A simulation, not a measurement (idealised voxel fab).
Presented below is a process module, voxel tone inversion.
For reference, the cross-section in this document is cut, with width 245 nm and square cells of 5 nm.
In this document a cross-section is written as a grid of square cells. It is given as a series of bands, listed from the top down, and a band is one or more rows of cells. Read a band's entry like this: the first values are the height of its top and the height of its bottom in nm, and what follows is the sequence of materials from left to right, each with its width in nm. Note that "air" is empty space, and that a single material marked "everywhere" reaches across the band from edge to edge. Heights are measured from 0, the level below which the as-received wafer is all one material; the lowest band has no bottom and continues downward, written as in "z 0 and below". So if you see something like "30->40" for the width, read it as the top row of the band sitting at the first number and the bottom row at the second, with every row in between moving by the same amount as the last. "identical to before" means the step left every cell of the cross-section as it was. Fully closed voids: empty space of 8 cells or more with no open way to the top, each as width x height at its distance from the left edge, in nm. Heads up: the bit after the settings on a step's line is the simulator's remark on that step. A step line may carry the setting "overlay nm", which, for steps involving a mask, states the distance by which the mask lay to the right of its intended position; negative values denote displacement to the left.

Process steps (planned)
1,RECEIVE | material Si
2,CONFORMAL_DEP | material SiN | thk nm 10
3,DIRECTIONAL_DEP | material polySi | thk nm 15
4,PATTERN | tone cover | mask id POSTS | material resist | width nm 20 | pitch nm 45 | thk nm 20 | overlay nm 0
5,DIRECTIONAL_ETCH | etch materials polySi | depth nm 15
6,STRIP | etch materials resist
7,FILL_DEP | material SiO2 | thk nm 10
8,CMP | height nm 25
9,STRIP | etch materials polySi
10,CONFORMAL_DEP | material TiN | thk nm 5
11,FILL_DEP | material Cu | thk nm 5
12,CMP | height nm 25
13,CONFORMAL_DEP | material SiCN | thk nm 5

First of two wafers, with the run carried out as planned

As-received wafer cross-section (after step 1)
z 0 and below: Si everywhere
Fully closed voids: none

After step 2, in cross-section
z 10 to 0: SiN everywhere
Under 0: no change, same as before.

After step 3, in cross-section
z 25 to 10: polySi everywhere
Under 10: no change, same as before.

After step 4, in cross-section
z 45 to 25: 65 nm air; 20 nm resist; 25 nm air; 20 nm resist; 25 nm air; 20 nm resist; 70 nm air
Under 25: no change, same as before.

After step 5, in cross-section
z 45 to 25: 65 nm air; 20 nm resist; 25 nm air; 20 nm resist; 25 nm air; 20 nm resist; 70 nm air
z 25 to 10: 65 nm air; 20 nm polySi; 25 nm air; 20 nm polySi; 25 nm air; 20 nm polySi; 70 nm air
Under 10: no change, same as before.

After step 6, in cross-section
z 25 to 10: 65 nm air; 20 nm polySi; 25 nm air; 20 nm polySi; 25 nm air; 20 nm polySi; 70 nm air
Under 10: no change, same as before.

After step 7, in cross-section
z 35 to 25: SiO2 everywhere
z 25 to 10: 65 nm SiO2; 20 nm polySi; 25 nm SiO2; 20 nm polySi; 25 nm SiO2; 20 nm polySi; 70 nm SiO2
Under 10: no change, same as before.

After step 8, in cross-section
z 25 to 10: 65 nm SiO2; 20 nm polySi; 25 nm SiO2; 20 nm polySi; 25 nm SiO2; 20 nm polySi; 70 nm SiO2
Under 10: no change, same as before.

After step 9, in cross-section
z 25 to 10: 65 nm SiO2; 20 nm air; 25 nm SiO2; 20 nm air; 25 nm SiO2; 20 nm air; 70 nm SiO2
Under 10: no change, same as before.

After step 10, in cross-section
z 30 to 25: 70 nm TiN; 10 nm air; 35 nm TiN; 10 nm air; 35 nm TiN; 10 nm air; 75 nm TiN
z 25 to 15: 65 nm SiO2; 5 nm TiN; 10 nm air; 5 nm TiN; 25 nm SiO2; 5 nm TiN; 10 nm air; 5 nm TiN; 25 nm SiO2; 5 nm TiN; 10 nm air; 5 nm TiN; 70 nm SiO2
z 15 to 10: 65 nm SiO2; 20 nm TiN; 25 nm SiO2; 20 nm TiN; 25 nm SiO2; 20 nm TiN; 70 nm SiO2
Under 10: no change, same as before.

After step 11, in cross-section
z 35 to 30: Cu everywhere
z 30 to 25: 70 nm TiN; 10 nm Cu; 35 nm TiN; 10 nm Cu; 35 nm TiN; 10 nm Cu; 75 nm TiN
z 25 to 15: 65 nm SiO2; 5 nm TiN; 10 nm Cu; 5 nm TiN; 25 nm SiO2; 5 nm TiN; 10 nm Cu; 5 nm TiN; 25 nm SiO2; 5 nm TiN; 10 nm Cu; 5 nm TiN; 70 nm SiO2
Under 15: no change, same as before.

After step 12, in cross-section
z 25 to 15: 65 nm SiO2; 5 nm TiN; 10 nm Cu; 5 nm TiN; 25 nm SiO2; 5 nm TiN; 10 nm Cu; 5 nm TiN; 25 nm SiO2; 5 nm TiN; 10 nm Cu; 5 nm TiN; 70 nm SiO2
Under 15: no change, same as before.

After step 13, in cross-section
z 30 to 25: SiCN everywhere
Under 25: no change, same as before.

The remaining wafer, second of the two, started like the first and was run to the same plan, except that one mistake was made along the way; the two coincide through step 7, inclusive

The second wafer cut through, at the time step 8 was supposed to be finished
z 20 to 10: 65 nm SiO2; 20 nm polySi; 25 nm SiO2; 20 nm polySi; 25 nm SiO2; 20 nm polySi; 70 nm SiO2
Under 10: no change, same as before.

The second wafer cut through, at the time step 9 was supposed to be finished
z 20 to 10: 65 nm SiO2; 20 nm air; 25 nm SiO2; 20 nm air; 25 nm SiO2; 20 nm air; 70 nm SiO2
Under 10: no change, same as before.

The second wafer cut through, at the time step 10 was supposed to be finished
z 25 to 20: 70 nm TiN; 10 nm air; 35 nm TiN; 10 nm air; 35 nm TiN; 10 nm air; 75 nm TiN
z 20 to 15: 65 nm SiO2; 5 nm TiN; 10 nm air; 5 nm TiN; 25 nm SiO2; 5 nm TiN; 10 nm air; 5 nm TiN; 25 nm SiO2; 5 nm TiN; 10 nm air; 5 nm TiN; 70 nm SiO2
z 15 to 10: 65 nm SiO2; 20 nm TiN; 25 nm SiO2; 20 nm TiN; 25 nm SiO2; 20 nm TiN; 70 nm SiO2
Under 10: no change, same as before.

The second wafer cut through, at the time step 11 was supposed to be finished
z 30 to 25: Cu everywhere
z 25 to 20: 70 nm TiN; 10 nm Cu; 35 nm TiN; 10 nm Cu; 35 nm TiN; 10 nm Cu; 75 nm TiN
z 20 to 15: 65 nm SiO2; 5 nm TiN; 10 nm Cu; 5 nm TiN; 25 nm SiO2; 5 nm TiN; 10 nm Cu; 5 nm TiN; 25 nm SiO2; 5 nm TiN; 10 nm Cu; 5 nm TiN; 70 nm SiO2
Under 15: no change, same as before.

The second wafer cut through, at the time step 12 was supposed to be finished
z 25 to 20: 70 nm TiN; 10 nm Cu; 35 nm TiN; 10 nm Cu; 35 nm TiN; 10 nm Cu; 75 nm TiN
Under 20: no change, same as before.

The second wafer cut through, at the time step 13 was supposed to be finished
z 30 to 25: SiCN everywhere
Under 25: no change, same as before.
Here's what went sideways: heads up, step 8 didn't go per plan, it actually ran as CMP | height nm 20
Final wafer comparison in cells, second versus first, more or fewer per material: SiO2: 37 fewer, TiN: 37 more
